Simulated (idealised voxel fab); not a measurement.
The following process module bears the name voxel capacitor over wiring.
Section cut is 220 nm wide and gridded with 5 nm square cells.
Cross-section, as written here: a square-cell grid given band by band from the top down, where a band holds one or more rows of cells. For a band, the entry starts with two heights in nm, that of the top and then that of the bottom, and carries on with the band's materials in order from left to right, each alongside its width in nm; the word "everywhere" beside a single material means it fills the band edge to edge, and "empty" means empty space. All heights in this document are referenced to 0, defined as the level beneath which the wafer, as received, consists entirely of one material. The lowest band is not bounded below; it extends indefinitely downward and is written in the form "from 0 down". With a width like "30..40", each row of cells in the band differs from the next by the same amount, the top row carrying the first number and the bottom row the second. Key: "nothing changed" - step with no changed cell in the cross-section. "Trapped cavities" enumerates empty spaces isolated from the top, with no open way to it, that contain at least 8 cells, giving each as width x height at distance from the left edge, all three in nm. On each step's line, the part that comes after the settings is the simulator's own comment on the step. "overlay nm" answers the question of how far to the right of plan the mask lay on a step that has a mask, and when it is negative the answer is to the left.

The steps planned for the process are as follows:
1: RECEIVE with material Si
2: CONFORMAL_DEP with material SiO2, thk nm 10
3: CONFORMAL_DEP with material SiN, thk nm 5
4: DIRECTIONAL_DEP with material SiO2, thk nm 15
5: PATTERN with tone open, mask id METAL_1, material resist, width nm 20, pitch nm 80, thk nm 20, overlay nm 0
6: DIRECTIONAL_ETCH with etch materials SiO2, depth nm 15
7: DIRECTIONAL_ETCH with etch materials SiN, depth nm 5
8: STRIP with etch materials resist
9: CONFORMAL_DEP with material TiN, thk nm 5
10: FILL_DEP with material Ru, thk nm 10
11: CMP with height nm 30
12: EPI with material Ru, thk nm 5
13: FILL_DEP with material SiCN, thk nm 5
14: DIRECTIONAL_DEP with material lowk, thk nm 20
15: DIRECTIONAL_DEP with material aC, thk nm 10
16: PATTERN with tone open, mask id PLUG_1, material resist, width nm 15, thk nm 25, overlay nm 0
17: DIRECTIONAL_ETCH with etch materials aC, depth nm 10
18: STRIP with etch materials resist
19: DIRECTIONAL_ETCH with etch materials lowk, depth nm 20
20: DIRECTIONAL_ETCH with etch materials SiCN, depth nm 5
21: STRIP with etch materials aC
22: EPI with material Ru, thk nm 10
23: EPI with material Ru, thk nm 10
24: EPI with material Ru, thk nm 5
25: DIRECTIONAL_DEP with material TiN, thk nm 5
26: DIRECTIONAL_DEP with material Al2O3, thk nm 5
27: DIRECTIONAL_DEP with material TiN, thk nm 5
28: DIRECTIONAL_DEP with material aC, thk nm 15
29: PATTERN with tone cover, mask id UPPER_PLATE, material resist, width nm 65, thk nm 35, overlay nm 0
30: DIRECTIONAL_ETCH with etch materials aC, depth nm 15
31: STRIP with etch materials resist
32: DIRECTIONAL_ETCH with etch materials TiN, depth nm 5
33: DIRECTIONAL_ETCH with etch materials Al2O3, depth nm 5
34: STRIP with etch materials aC
35: DIRECTIONAL_DEP with material aC, thk nm 15
36: PATTERN with tone cover, mask id LOWER_PLATE, material resist, width nm 75, thk nm 35, overlay nm 0
37: DIRECTIONAL_ETCH with etch materials aC, depth nm 15
38: STRIP with etch materials resist
39: DIRECTIONAL_ETCH with etch materials TiN, depth nm 5
40: STRIP with etch materials aC
41: FILL_DEP with material SiO2, thk nm 15
42: CMP with height nm 85
43: PATTERN with tone open, mask id PLUG_2, material resist, width nm 15, thk nm 15, overlay nm 0
44: DIRECTIONAL_ETCH with etch materials SiO2, depth nm 10
45: STRIP with etch materials resist
46: CONFORMAL_DEP with material TiN, thk nm 5
47: FILL_DEP with material Cu, thk nm 10
48: CMP with height nm 85
49: CONFORMAL_DEP with material SiN, thk nm 5

Of two wafers, the first: run according to plan:

So this is the incoming wafer in cross-section - it's already been through step 1:
from 0 down  Si everywhere
Trapped cavities: none

Cross-sectional representation of the wafer at the conclusion of step 2:
from 10 to 0  SiO2 everywhere
Everything under 0 stays put, no change at all.

Cross-sectional representation of the wafer at the conclusion of step 3:
from 15 to 10  SiN everywhere
Everything under 10 stays put, no change at all.

Cross-sectional representation of the wafer at the conclusion of step 4:
from 30 to 15  SiO2 everywhere
Everything under 15 stays put, no change at all.

Cross-sectional representation of the wafer at the conclusion of step 5:
from 50 to 30  60 nm resist, 20 nm empty, 60 nm resist, 20 nm empty, 60 nm resist
Everything under 30 stays put, no change at all.

Cross-sectional representation of the wafer at the conclusion of step 6:
from 50 to 30  60 nm resist, 20 nm empty, 60 nm resist, 20 nm empty, 60 nm resist
from 30 to 15  60 nm SiO2, 20 nm empty, 60 nm SiO2, 20 nm empty, 60 nm SiO2
Everything under 15 stays put, no change at all.

Cross-sectional representation of the wafer at the conclusion of step 7:
from 50 to 30  60 nm resist, 20 nm empty, 60 nm resist, 20 nm empty, 60 nm resist
from 30 to 15  60 nm SiO2, 20 nm empty, 60 nm SiO2, 20 nm empty, 60 nm SiO2
from 15 to 10  60 nm SiN, 20 nm empty, 60 nm SiN, 20 nm empty, 60 nm SiN
Everything under 10 stays put, no change at all.

Cross-sectional representation of the wafer at the conclusion of step 8:
from 30 to 15  60 nm SiO2, 20 nm empty, 60 nm SiO2, 20 nm empty, 60 nm SiO2
Everything under 15 stays put, no change at all.

Cross-sectional representation of the wafer at the conclusion of step 9:
from 35 to 30  65 nm TiN, 10 nm empty, 70 nm TiN, 10 nm empty, 65 nm TiN
from 30 to 15  60 nm SiO2, 5 nm TiN, 10 nm empty, 5 nm TiN, 60 nm SiO2, 5 nm TiN, 10 nm empty, 5 nm TiN, 60 nm SiO2
from 15 to 10  60 nm SiN, 20 nm TiN, 60 nm SiN, 20 nm TiN, 60 nm SiN
Everything under 10 stays put, no change at all.

Cross-sectional representation of the wafer at the conclusion of step 10:
from 45 to 35  Ru everywhere
from 35 to 30  65 nm TiN, 10 nm Ru, 70 nm TiN, 10 nm Ru, 65 nm TiN
from 30 to 15  60 nm SiO2, 5 nm TiN, 10 nm Ru, 5 nm TiN, 60 nm SiO2, 5 nm TiN, 10 nm Ru, 5 nm TiN, 60 nm SiO2
Everything under 15 stays put, no change at all.

Cross-sectional representation of the wafer at the conclusion of step 11:
from 30 to 15  60 nm SiO2, 5 nm TiN, 10 nm Ru, 5 nm TiN, 60 nm SiO2, 5 nm TiN, 10 nm Ru, 5 nm TiN, 60 nm SiO2
Everything under 15 stays put, no change at all.

Cross-sectional representation of the wafer at the conclusion of step 12:
from 35 to 30  55 nm empty, 30 nm Ru, 50 nm empty, 30 nm Ru, 55 nm empty
Everything under 30 stays put, no change at all.

Cross-sectional representation of the wafer at the conclusion of step 13:
from 40 to 35  SiCN everywhere
from 35 to 30  55 nm SiCN, 30 nm Ru, 50 nm SiCN, 30 nm Ru, 55 nm SiCN
Everything under 30 stays put, no change at all.

Cross-sectional representation of the wafer at the conclusion of step 14:
from 60 to 40  lowk everywhere
Everything under 40 stays put, no change at all.

Cross-sectional representation of the wafer at the conclusion of step 15:
from 70 to 60  aC everywhere
Everything under 60 stays put, no change at all.

Cross-sectional representation of the wafer at the conclusion of step 16:
from 95 to 70  65 nm resist, 15 nm empty, 140 nm resist
Everything under 70 stays put, no change at all.

Cross-sectional representation of the wafer at the conclusion of step 17:
from 85 to 70  65 nm resist, 15 nm empty, 140 nm resist
from 70 to 60  65 nm aC, 15 nm empty, 140 nm aC
Everything under 60 stays put, no change at all.

Cross-sectional representation of the wafer at the conclusion of step 18:
from 70 to 60  65 nm aC, 15 nm empty, 140 nm aC
Everything under 60 stays put, no change at all.

Cross-sectional representation of the wafer at the conclusion of step 19:
from 70 to 60  65 nm aC, 15 nm empty, 140 nm aC
from 60 to 40  65 nm lowk, 15 nm empty, 140 nm lowk
Everything under 40 stays put, no change at all.

Cross-sectional representation of the wafer at the conclusion of step 20:
from 70 to 60  65 nm aC, 15 nm empty, 140 nm aC
from 60 to 40  65 nm lowk, 15 nm empty, 140 nm lowk
from 40 to 35  65 nm SiCN, 15 nm empty, 140 nm SiCN
Everything under 35 stays put, no change at all.

Cross-sectional representation of the wafer at the conclusion of step 21:
from 60 to 40  65 nm lowk, 15 nm empty, 140 nm lowk
Everything under 40 stays put, no change at all.

Cross-sectional representation of the wafer at the conclusion of step 22:
from 60 to 45  65 nm lowk, 15 nm empty, 140 nm lowk
from 45 to 40  65 nm lowk, 15 nm Ru, 140 nm lowk
from 40 to 35  65 nm SiCN, 15 nm Ru, 140 nm SiCN
Everything under 35 stays put, no change at all.

Cross-sectional representation of the wafer at the conclusion of step 23:
from 60 to 55  65 nm lowk, 15 nm empty, 140 nm lowk
from 55 to 40  65 nm lowk, 15 nm Ru, 140 nm lowk
Everything under 40 stays put, no change at all.

Cross-sectional representation of the wafer at the conclusion of step 24:
from 60 to 40  65 nm lowk, 15 nm Ru, 140 nm lowk
Everything under 40 stays put, no change at all.

Cross-sectional representation of the wafer at the conclusion of step 25:
from 65 to 60  TiN everywhere
Everything under 60 stays put, no change at all.

Cross-sectional representation of the wafer at the conclusion of step 26:
from 70 to 65  Al2O3 everywhere
Everything under 65 stays put, no change at all.

Cross-sectional representation of the wafer at the conclusion of step 27:
from 75 to 70  TiN everywhere
Everything under 70 stays put, no change at all.

Cross-sectional representation of the wafer at the conclusion of step 28:
from 90 to 75  aC everywhere
Everything under 75 stays put, no change at all.

Cross-sectional representation of the wafer at the conclusion of step 29:
from 125 to 90  65 nm empty, 65 nm resist, 90 nm empty
Everything under 90 stays put, no change at all.

Cross-sectional representation of the wafer at the conclusion of step 30:
from 110 to 90  65 nm empty, 65 nm resist, 90 nm empty
from 90 to 75  65 nm empty, 65 nm aC, 90 nm empty
Everything under 75 stays put, no change at all.

Cross-sectional representation of the wafer at the conclusion of step 31:
from 90 to 75  65 nm empty, 65 nm aC, 90 nm empty
Everything under 75 stays put, no change at all.

Cross-sectional representation of the wafer at the conclusion of step 32:
from 90 to 75  65 nm empty, 65 nm aC, 90 nm empty
from 75 to 70  65 nm empty, 65 nm TiN, 90 nm empty
Everything under 70 stays put, no change at all.

Cross-sectional representation of the wafer at the conclusion of step 33:
from 90 to 75  65 nm empty, 65 nm aC, 90 nm empty
from 75 to 70  65 nm empty, 65 nm TiN, 90 nm empty
from 70 to 65  65 nm empty, 65 nm Al2O3, 90 nm empty
Everything under 65 stays put, no change at all.

Cross-sectional representation of the wafer at the conclusion of step 34:
from 75 to 70  65 nm empty, 65 nm TiN, 90 nm empty
Everything under 70 stays put, no change at all.

Cross-sectional representation of the wafer at the conclusion of step 35:
from 90 to 80  65 nm empty, 65 nm aC, 90 nm empty
from 80 to 75  aC everywhere
from 75 to 70  65 nm aC, 65 nm TiN, 90 nm aC
from 70 to 65  65 nm aC, 65 nm Al2O3, 90 nm aC
Everything under 65 stays put, no change at all.

Cross-sectional representation of the wafer at the conclusion of step 36:
from 125 to 90  60 nm empty, 75 nm resist, 85 nm empty
from 90 to 80  60 nm empty, 5 nm resist, 65 nm aC, 5 nm resist, 85 nm empty
Everything under 80 stays put, no change at all.

Cross-sectional representation of the wafer at the conclusion of step 37:
from 110 to 90  60 nm empty, 75 nm resist, 85 nm empty
from 90 to 80  60 nm empty, 5 nm resist, 65 nm aC, 5 nm resist, 85 nm empty
from 80 to 75  60 nm empty, 75 nm aC, 85 nm empty
from 75 to 70  60 nm empty, 5 nm aC, 65 nm TiN, 5 nm aC, 85 nm empty
from 70 to 65  60 nm empty, 5 nm aC, 65 nm Al2O3, 5 nm aC, 85 nm empty
Everything under 65 stays put, no change at all.

Cross-sectional representation of the wafer at the conclusion of step 38:
from 90 to 80  65 nm empty, 65 nm aC, 90 nm empty
Everything under 80 stays put, no change at all.

Cross-sectional representation of the wafer at the conclusion of step 39:
from 90 to 80  65 nm empty, 65 nm aC, 90 nm empty
from 80 to 75  60 nm empty, 75 nm aC, 85 nm empty
from 75 to 70  60 nm empty, 5 nm aC, 65 nm TiN, 5 nm aC, 85 nm empty
from 70 to 65  60 nm empty, 5 nm aC, 65 nm Al2O3, 5 nm aC, 85 nm empty
from 65 to 60  60 nm empty, 75 nm TiN, 85 nm empty
Everything under 60 stays put, no change at all.

Cross-sectional representation of the wafer at the conclusion of step 40:
from 75 to 70  65 nm empty, 65 nm TiN, 90 nm empty
from 70 to 65  65 nm empty, 65 nm Al2O3, 90 nm empty
Everything under 65 stays put, no change at all.

Cross-sectional representation of the wafer at the conclusion of step 41:
from 90 to 75  SiO2 everywhere
from 75 to 70  65 nm SiO2, 65 nm TiN, 90 nm SiO2
from 70 to 65  65 nm SiO2, 65 nm Al2O3, 90 nm SiO2
from 65 to 60  60 nm SiO2, 75 nm TiN, 85 nm SiO2
Everything under 60 stays put, no change at all.

Cross-sectional representation of the wafer at the conclusion of step 42:
from 85 to 75  SiO2 everywhere
Everything under 75 stays put, no change at all.

Cross-sectional representation of the wafer at the conclusion of step 43:
from 100 to 85  75 nm resist, 15 nm empty, 130 nm resist
Everything under 85 stays put, no change at all.

Cross-sectional representation of the wafer at the conclusion of step 44:
from 100 to 85  75 nm resist, 15 nm empty, 130 nm resist
from 85 to 75  75 nm SiO2, 15 nm empty, 130 nm SiO2
Everything under 75 stays put, no change at all.

Cross-sectional representation of the wafer at the conclusion of step 45:
from 85 to 75  75 nm SiO2, 15 nm empty, 130 nm SiO2
Everything under 75 stays put, no change at all.

Cross-sectional representation of the wafer at the conclusion of step 46:
from 90 to 85  80 nm TiN, 5 nm empty, 135 nm TiN
from 85 to 80  75 nm SiO2, 5 nm TiN, 5 nm empty, 5 nm TiN, 130 nm SiO2
from 80 to 70  75..65 nm SiO2, 15..65 nm TiN, 130..90 nm SiO2
Everything under 70 stays put, no change at all.

Cross-sectional representation of the wafer at the conclusion of step 47:
from 100 to 90  Cu everywhere
from 90 to 85  80 nm TiN, 5 nm Cu, 135 nm TiN
from 85 to 80  75 nm SiO2, 5 nm TiN, 5 nm Cu, 5 nm TiN, 130 nm SiO2
Everything under 80 stays put, no change at all.

Cross-sectional representation of the wafer at the conclusion of step 48:
from 85 to 80  75 nm SiO2, 5 nm TiN, 5 nm Cu, 5 nm TiN, 130 nm SiO2
Everything under 80 stays put, no change at all.

Cross-sectional representation of the wafer at the conclusion of step 49:
from 90 to 85  SiN everywhere
Everything under 85 stays put, no change at all.

For the second wafer, take the first wafer's start and plan, then add one mistake made in running it; everything through step 28, that step included, is shared with the first:

Second wafer at the planned finish of step 29, seen in cross-section:
from 125 to 90  75 nm empty, 65 nm resist, 80 nm empty
Everything under 90 stays put, no change at all.

Second wafer at the planned finish of step 30, seen in cross-section:
from 110 to 90  75 nm empty, 65 nm resist, 80 nm empty
from 90 to 75  75 nm empty, 65 nm aC, 80 nm empty
Everything under 75 stays put, no change at all.

Second wafer at the planned finish of step 31, seen in cross-section:
from 90 to 75  75 nm empty, 65 nm aC, 80 nm empty
Everything under 75 stays put, no change at all.

Second wafer at the planned finish of step 32, seen in cross-section:
from 90 to 75  75 nm empty, 65 nm aC, 80 nm empty
from 75 to 70  75 nm empty, 65 nm TiN, 80 nm empty
Everything under 70 stays put, no change at all.

Second wafer at the planned finish of step 33, seen in cross-section:
from 90 to 75  75 nm empty, 65 nm aC, 80 nm empty
from 75 to 70  75 nm empty, 65 nm TiN, 80 nm empty
from 70 to 65  75 nm empty, 65 nm Al2O3, 80 nm empty
Everything under 65 stays put, no change at all.

Second wafer at the planned finish of step 34, seen in cross-section:
from 75 to 70  75 nm empty, 65 nm TiN, 80 nm empty
Everything under 70 stays put, no change at all.

Second wafer at the planned finish of step 35, seen in cross-section:
from 90 to 80  75 nm empty, 65 nm aC, 80 nm empty
from 80 to 75  aC everywhere
from 75 to 70  75 nm aC, 65 nm TiN, 80 nm aC
from 70 to 65  75 nm aC, 65 nm Al2O3, 80 nm aC
Everything under 65 stays put, no change at all.

Second wafer at the planned finish of step 36, seen in cross-section:
from 125 to 90  60 nm empty, 75 nm resist, 85 nm empty
from 90 to 80  60 nm empty, 15 nm resist, 65 nm aC, 80 nm empty
Everything under 80 stays put, no change at all.

Second wafer at the planned finish of step 37, seen in cross-section:
from 110 to 90  60 nm empty, 75 nm resist, 85 nm empty
from 90 to 80  60 nm empty, 15 nm resist, 60 nm aC, 85 nm empty
from 80 to 75  60 nm empty, 75 nm aC, 85 nm empty
from 75 to 70  60 nm empty, 15 nm aC, 65 nm TiN, 80 nm empty
from 70 to 65  60 nm empty, 15 nm aC, 65 nm Al2O3, 80 nm empty
Everything under 65 stays put, no change at all.

Second wafer at the planned finish of step 38, seen in cross-section:
from 90 to 80  75 nm empty, 60 nm aC, 85 nm empty
Everything under 80 stays put, no change at all.

Second wafer at the planned finish of step 39, seen in cross-section:
from 90 to 80  75 nm empty, 60 nm aC, 85 nm empty
from 80 to 75  60 nm empty, 75 nm aC, 85 nm empty
from 75 to 70  60 nm empty, 15 nm aC, 60 nm TiN, 85 nm empty
from 70 to 65  60 nm empty, 15 nm aC, 65 nm Al2O3, 80 nm empty
from 65 to 60  60 nm empty, 80 nm TiN, 80 nm empty
Everything under 60 stays put, no change at all.

Second wafer at the planned finish of step 40, seen in cross-section:
from 75 to 70  75 nm empty, 60 nm TiN, 85 nm empty
from 70 to 65  75 nm empty, 65 nm Al2O3, 80 nm empty
Everything under 65 stays put, no change at all.

Second wafer at the planned finish of step 41, seen in cross-section:
from 90 to 75  SiO2 everywhere
from 75 to 70  75 nm SiO2, 60 nm TiN, 85 nm SiO2
from 70 to 65  75 nm SiO2, 65 nm Al2O3, 80 nm SiO2
from 65 to 60  60 nm SiO2, 80 nm TiN, 80 nm SiO2
Everything under 60 stays put, no change at all.

Second wafer at the planned finish of step 42, seen in cross-section:
from 85 to 75  SiO2 everywhere
Everything under 75 stays put, no change at all.

Second wafer at the planned finish of step 43, seen in cross-section:
from 100 to 85  75 nm resist, 15 nm empty, 130 nm resist
Everything under 85 stays put, no change at all.

Second wafer at the planned finish of step 44, seen in cross-section:
from 100 to 85  75 nm resist, 15 nm empty, 130 nm resist
from 85 to 75  75 nm SiO2, 15 nm empty, 130 nm SiO2
Everything under 75 stays put, no change at all.

Second wafer at the planned finish of step 45, seen in cross-section:
from 85 to 75  75 nm SiO2, 15 nm empty, 130 nm SiO2
Everything under 75 stays put, no change at all.

Second wafer at the planned finish of step 46, seen in cross-section:
from 90 to 85  80 nm TiN, 5 nm empty, 135 nm TiN
from 85 to 80  75 nm SiO2, 5 nm TiN, 5 nm empty, 5 nm TiN, 130 nm SiO2
from 80 to 70  75 nm SiO2, 15..60 nm TiN, 130..85 nm SiO2
Everything under 70 stays put, no change at all.

Second wafer at the planned finish of step 47, seen in cross-section:
from 100 to 90  Cu everywhere
from 90 to 85  80 nm TiN, 5 nm Cu, 135 nm TiN
from 85 to 80  75 nm SiO2, 5 nm TiN, 5 nm Cu, 5 nm TiN, 130 nm SiO2
Everything under 80 stays put, no change at all.

Second wafer at the planned finish of step 48, seen in cross-section:
from 85 to 80  75 nm SiO2, 5 nm TiN, 5 nm Cu, 5 nm TiN, 130 nm SiO2
Everything under 80 stays put, no change at all.

Second wafer at the planned finish of step 49, seen in cross-section:
from 90 to 85  SiN everywhere
Everything under 85 stays put, no change at all.
Against the plan, the run slipped here: not per plan at step 29, really ran PATTERN with tone cover, mask id UPPER_PLATE, material resist, width nm 65, thk nm 35, overlay nm 10
At the end, each material covers as many cells on the second wafer as it does on the first, though the cells it covers are elsewhere.
